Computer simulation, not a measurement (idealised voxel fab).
The name of this process module is voxel capacitor over wiring.
Shown is cross-section cut, with a width of 275 nm and square cells of size 5 nm.
Square cells in a grid make up a cross-section in this document, and the grid is given as bands, listed from the top down, each one or more rows of cells.
The band entry comprises the height of the band's top followed by the height of its bottom, expressed in nm, and subsequently the band's materials from left to right, each stated together with its width in nm. Where a single material is marked with the word "everywhere", that material fills the band from edge to edge. The word "blank" represents empty space.
Heights are reckoned from 0. Under this level, the received wafer is all of one material. The bottommost band is open-ended downward, for example "z 0 and below".
Width "30->40": first value at the band's top row of cells, second value at its bottom row, equal change from row to row.
The designation "everything unchanged", where it is given for a processing step, indicates that no cell of the cross-section was altered in the course of that step.
"Sealed void list" - sealed voids, min. 8 cells, no opening to top; format: width x height at distance (distance from left edge; nm throughout).
What comes after the settings on a step's line is commentary from the simulator itself on that step.
overlay nm: on a step with a mask, how far right of its planned place the mask lay; negative means left.
[Intended process steps]
| 1 | op RECEIVE | material Si |
| 2 | op CONFORMAL_DEP | material SiO2 | thk nm 15 |
| 3 | op DIRECTIONAL_DEP | material TiN | thk nm 5 |
| 4 | op DIRECTIONAL_DEP | material W | thk nm 20 |
| 5 | op MASKED_ETCH | tone cover | mask id METAL_1 | width nm 30 | pitch nm 95 | etch materials W | depth nm 20 | overlay nm 0 |
| 6 | op MASKED_ETCH | tone cover | mask id METAL_1 | width nm 30 | pitch nm 95 | etch materials TiN | depth nm 5 | overlay nm 0 |
| 7 | op CONFORMAL_DEP | material SiCN | thk nm 5 |
| 8 | op FILL_DEP | material lowk | thk nm 10 |
| 9 | op CMP | height nm 40 |
| 10 | op CONFORMAL_DEP | material SiCN | thk nm 5 |
| 11 | op DIRECTIONAL_DEP | material SiO2 | thk nm 15 |
| 12 | op PATTERN | tone open | mask id PLUG_1 | material resist | width nm 15 | thk nm 20 | overlay nm 0 |
| 13 | op DIRECTIONAL_ETCH | etch materials SiO2 | depth nm 15 |
| 14 | op DIRECTIONAL_ETCH | etch materials SiCN | depth nm 5 |
| 15 | op STRIP | etch materials resist |
| 16 | op CONFORMAL_DEP | material TiN | thk nm 5 |
| 17 | op FILL_DEP | material Cu | thk nm 5 |
| 18 | op CMP | height nm 60 |
| 19 | op DIRECTIONAL_DEP | material TiN | thk nm 5 |
| 20 | op DIRECTIONAL_DEP | material Al2O3 | thk nm 5 |
| 21 | op DIRECTIONAL_DEP | material TiN | thk nm 10 |
| 22 | op DIRECTIONAL_DEP | material aC | thk nm 10 |
| 23 | op PATTERN | tone cover | mask id UPPER_PLATE | material resist | width nm 70 | thk nm 30 | overlay nm 0 |
| 24 | op DIRECTIONAL_ETCH | etch materials aC | depth nm 10 |
| 25 | op STRIP | etch materials resist |
| 26 | op DIRECTIONAL_ETCH | etch materials TiN | depth nm 10 |
| 27 | op DIRECTIONAL_ETCH | etch materials Al2O3 | depth nm 5 |
| 28 | op STRIP | etch materials aC |
| 29 | op MASKED_ETCH | tone cover | mask id LOWER_PLATE | width nm 80 | etch materials TiN | depth nm 5 | overlay nm 0 |
| 30 | op FILL_DEP | material SiO2 | thk nm 20 |
| 31 | op CMP | height nm 95 |
| 32 | op DIRECTIONAL_DEP | material aC | thk nm 10 |
| 33 | op PATTERN | tone open | mask id PLUG_2 | material resist | width nm 15 | thk nm 30 | overlay nm 0 |
| 34 | op DIRECTIONAL_ETCH | etch materials aC | depth nm 10 |
| 35 | op STRIP | etch materials resist |
| 36 | op DIRECTIONAL_ETCH | etch materials SiO2 | depth nm 15 |
| 37 | op STRIP | etch materials aC |
| 38 | op CONFORMAL_DEP | material TiN | thk nm 5 |
| 39 | op FILL_DEP | material Ru | thk nm 5 |
| 40 | op CMP | height nm 95 |
| 41 | op CONFORMAL_DEP | material SiCN | thk nm 5 |
[The first wafer of two, processed as planned]
[As-received wafer cross-section (after step 1)]
- z 0 and below = Si everywhere
- Sealed void list: none
[The wafer, seen in cross-section, after step 2]
- z 15 to 0 = SiO2 everywhere
- Lower than 0, everything is as it was.
[The wafer, seen in cross-section, after step 3]
- z 20 to 15 = TiN everywhere
- Lower than 15, everything is as it was.
[The wafer, seen in cross-section, after step 4]
- z 40 to 20 = W everywhere
- Lower than 20, everything is as it was.
[The wafer, seen in cross-section, after step 5]
- z 40 to 20 = blank (75) | W (30) | blank (65) | W (30) | blank (75)
- Lower than 20, everything is as it was.
[The wafer, seen in cross-section, after step 6]
- z 40 to 20 = blank (75) | W (30) | blank (65) | W (30) | blank (75)
- z 20 to 15 = blank (75) | TiN (30) | blank (65) | TiN (30) | blank (75)
- Lower than 15, everything is as it was.
[The wafer, seen in cross-section, after step 7]
- z 45 to 40 = blank (70) | SiCN (40) | blank (55) | SiCN (40) | blank (70)
- z 40 to 20 = blank (70) | SiCN (5) | W (30) | SiCN (5) | blank (55) | SiCN (5) | W (30) | SiCN (5) | blank (70)
- z 20 to 15 = SiCN (75) | TiN (30) | SiCN (65) | TiN (30) | SiCN (75)
- Lower than 15, everything is as it was.
[The wafer, seen in cross-section, after step 8]
- z 55 to 45 = lowk everywhere
- z 45 to 40 = lowk (70) | SiCN (40) | lowk (55) | SiCN (40) | lowk (70)
- z 40 to 20 = lowk (70) | SiCN (5) | W (30) | SiCN (5) | lowk (55) | SiCN (5) | W (30) | SiCN (5) | lowk (70)
- Lower than 20, everything is as it was.
[The wafer, seen in cross-section, after step 9]
- z 40 to 20 = lowk (70) | SiCN (5) | W (30) | SiCN (5) | lowk (55) | SiCN (5) | W (30) | SiCN (5) | lowk (70)
- Lower than 20, everything is as it was.
[The wafer, seen in cross-section, after step 10]
- z 45 to 40 = SiCN everywhere
- Lower than 40, everything is as it was.
[The wafer, seen in cross-section, after step 11]
- z 60 to 45 = SiO2 everywhere
- Lower than 45, everything is as it was.
[The wafer, seen in cross-section, after step 12]
- z 80 to 60 = resist (90) | blank (15) | resist (170)
- Lower than 60, everything is as it was.
[The wafer, seen in cross-section, after step 13]
- z 80 to 60 = resist (90) | blank (15) | resist (170)
- z 60 to 45 = SiO2 (90) | blank (15) | SiO2 (170)
- Lower than 45, everything is as it was.
[The wafer, seen in cross-section, after step 14]
- z 80 to 60 = resist (90) | blank (15) | resist (170)
- z 60 to 45 = SiO2 (90) | blank (15) | SiO2 (170)
- z 45 to 40 = SiCN (90) | blank (15) | SiCN (170)
- Lower than 40, everything is as it was.
[The wafer, seen in cross-section, after step 15]
- z 60 to 45 = SiO2 (90) | blank (15) | SiO2 (170)
- Lower than 45, everything is as it was.
[The wafer, seen in cross-section, after step 16]
- z 65 to 60 = TiN (95) | blank (5) | TiN (175)
- z 60 to 45 = SiO2 (90) | TiN (5) | blank (5) | TiN (5) | SiO2 (170)
- z 45 to 40 = SiCN (90) | TiN (15) | SiCN (170)
- Lower than 40, everything is as it was.
[The wafer, seen in cross-section, after step 17]
- z 70 to 65 = Cu everywhere
- z 65 to 60 = TiN (95) | Cu (5) | TiN (175)
- z 60 to 45 = SiO2 (90) | TiN (5) | Cu (5) | TiN (5) | SiO2 (170)
- Lower than 45, everything is as it was.
[The wafer, seen in cross-section, after step 18]
- z 60 to 45 = SiO2 (90) | TiN (5) | Cu (5) | TiN (5) | SiO2 (170)
- Lower than 45, everything is as it was.
[The wafer, seen in cross-section, after step 19]
- z 65 to 60 = TiN everywhere
- Lower than 60, everything is as it was.
[The wafer, seen in cross-section, after step 20]
- z 70 to 65 = Al2O3 everywhere
- Lower than 65, everything is as it was.
[The wafer, seen in cross-section, after step 21]
- z 80 to 70 = TiN everywhere
- Lower than 70, everything is as it was.
[The wafer, seen in cross-section, after step 22]
- z 90 to 80 = aC everywhere
- Lower than 80, everything is as it was.
[The wafer, seen in cross-section, after step 23]
- z 120 to 90 = blank (90) | resist (70) | blank (115)
- Lower than 90, everything is as it was.
[The wafer, seen in cross-section, after step 24]
- z 110 to 90 = blank (90) | resist (70) | blank (115)
- z 90 to 80 = blank (90) | aC (70) | blank (115)
- Lower than 80, everything is as it was.
[The wafer, seen in cross-section, after step 25]
- z 90 to 80 = blank (90) | aC (70) | blank (115)
- Lower than 80, everything is as it was.
[The wafer, seen in cross-section, after step 26]
- z 90 to 80 = blank (90) | aC (70) | blank (115)
- z 80 to 70 = blank (90) | TiN (70) | blank (115)
- Lower than 70, everything is as it was.
[The wafer, seen in cross-section, after step 27]
- z 90 to 80 = blank (90) | aC (70) | blank (115)
- z 80 to 70 = blank (90) | TiN (70) | blank (115)
- z 70 to 65 = blank (90) | Al2O3 (70) | blank (115)
- Lower than 65, everything is as it was.
[The wafer, seen in cross-section, after step 28]
- z 80 to 70 = blank (90) | TiN (70) | blank (115)
- Lower than 70, everything is as it was.
[The wafer, seen in cross-section, after step 29]
- z 80 to 70 = blank (90) | TiN (70) | blank (115)
- z 70 to 65 = blank (90) | Al2O3 (70) | blank (115)
- z 65 to 60 = blank (85) | TiN (80) | blank (110)
- Lower than 60, everything is as it was.
[The wafer, seen in cross-section, after step 30]
- z 100 to 80 = SiO2 everywhere
- z 80 to 70 = SiO2 (90) | TiN (70) | SiO2 (115)
- z 70 to 65 = SiO2 (90) | Al2O3 (70) | SiO2 (115)
- z 65 to 60 = SiO2 (85) | TiN (80) | SiO2 (110)
- Lower than 60, everything is as it was.
[The wafer, seen in cross-section, after step 31]
- z 95 to 80 = SiO2 everywhere
- Lower than 80, everything is as it was.
[The wafer, seen in cross-section, after step 32]
- z 105 to 95 = aC everywhere
- Lower than 95, everything is as it was.
[The wafer, seen in cross-section, after step 33]
- z 135 to 105 = resist (100) | blank (15) | resist (160)
- Lower than 105, everything is as it was.
[The wafer, seen in cross-section, after step 34]
- z 125 to 105 = resist (100) | blank (15) | resist (160)
- z 105 to 95 = aC (100) | blank (15) | aC (160)
- Lower than 95, everything is as it was.
[The wafer, seen in cross-section, after step 35]
- z 105 to 95 = aC (100) | blank (15) | aC (160)
- Lower than 95, everything is as it was.
[The wafer, seen in cross-section, after step 36]
- z 105 to 95 = aC (100) | blank (15) | aC (160)
- z 95 to 80 = SiO2 (100) | blank (15) | SiO2 (160)
- Lower than 80, everything is as it was.
[The wafer, seen in cross-section, after step 37]
- z 95 to 80 = SiO2 (100) | blank (15) | SiO2 (160)
- Lower than 80, everything is as it was.
[The wafer, seen in cross-section, after step 38]
- z 100 to 95 = TiN (105) | blank (5) | TiN (165)
- z 95 to 85 = SiO2 (100) | TiN (5) | blank (5) | TiN (5) | SiO2 (160)
- z 85 to 80 = SiO2 (100) | TiN (15) | SiO2 (160)
- Lower than 80, everything is as it was.
[The wafer, seen in cross-section, after step 39]
- z 105 to 100 = Ru everywhere
- z 100 to 95 = TiN (105) | Ru (5) | TiN (165)
- z 95 to 85 = SiO2 (100) | TiN (5) | Ru (5) | TiN (5) | SiO2 (160)
- Lower than 85, everything is as it was.
[The wafer, seen in cross-section, after step 40]
- z 95 to 85 = SiO2 (100) | TiN (5) | Ru (5) | TiN (5) | SiO2 (160)
- Lower than 85, everything is as it was.
[The wafer, seen in cross-section, after step 41]
- z 100 to 95 = SiCN everywhere
- Lower than 95, everything is as it was.
[Wafer two. Identical start, identical plan. One mistake in execution. Identical history through step 32]
[Second wafer cross-section, taken as of the time the plan sets for step 33 to be done]
- z 135 to 105 = resist (95) | blank (25) | resist (155)
- Lower than 105, everything is as it was.
[Second wafer cross-section, taken as of the time the plan sets for step 34 to be done]
- z 125 to 105 = resist (95) | blank (25) | resist (155)
- z 105 to 95 = aC (95) | blank (25) | aC (155)
- Lower than 95, everything is as it was.
[Second wafer cross-section, taken as of the time the plan sets for step 35 to be done]
- z 105 to 95 = aC (95) | blank (25) | aC (155)
- Lower than 95, everything is as it was.
[Second wafer cross-section, taken as of the time the plan sets for step 36 to be done]
- z 105 to 95 = aC (95) | blank (25) | aC (155)
- z 95 to 80 = SiO2 (95) | blank (25) | SiO2 (155)
- Lower than 80, everything is as it was.
[Second wafer cross-section, taken as of the time the plan sets for step 37 to be done]
- z 95 to 80 = SiO2 (95) | blank (25) | SiO2 (155)
- Lower than 80, everything is as it was.
[Second wafer cross-section, taken as of the time the plan sets for step 38 to be done]
- z 100 to 95 = TiN (100) | blank (15) | TiN (160)
- z 95 to 85 = SiO2 (95) | TiN (5) | blank (15) | TiN (5) | SiO2 (155)
- z 85 to 80 = SiO2 (95) | TiN (25) | SiO2 (155)
- Lower than 80, everything is as it was.
[Second wafer cross-section, taken as of the time the plan sets for step 39 to be done]
- z 105 to 100 = Ru everywhere
- z 100 to 95 = TiN (100) | Ru (15) | TiN (160)
- z 95 to 85 = SiO2 (95) | TiN (5) | Ru (15) | TiN (5) | SiO2 (155)
- Lower than 85, everything is as it was.
[Second wafer cross-section, taken as of the time the plan sets for step 40 to be done]
- z 95 to 85 = SiO2 (95) | TiN (5) | Ru (15) | TiN (5) | SiO2 (155)
- Lower than 85, everything is as it was.
[Second wafer cross-section, taken as of the time the plan sets for step 41 to be done]
- z 100 to 95 = SiCN everywhere
- Lower than 95, everything is as it was.
What was done differently from what was planned? step 33 deviated from plan and actually ran as op PATTERN | tone open | mask id PLUG_2 | material resist | width nm 25 | thk nm 30 | overlay nm 0
Final wafer comparison in cells, second versus first, more or fewer per material: Ru +4; SiO2 -6; TiN +2
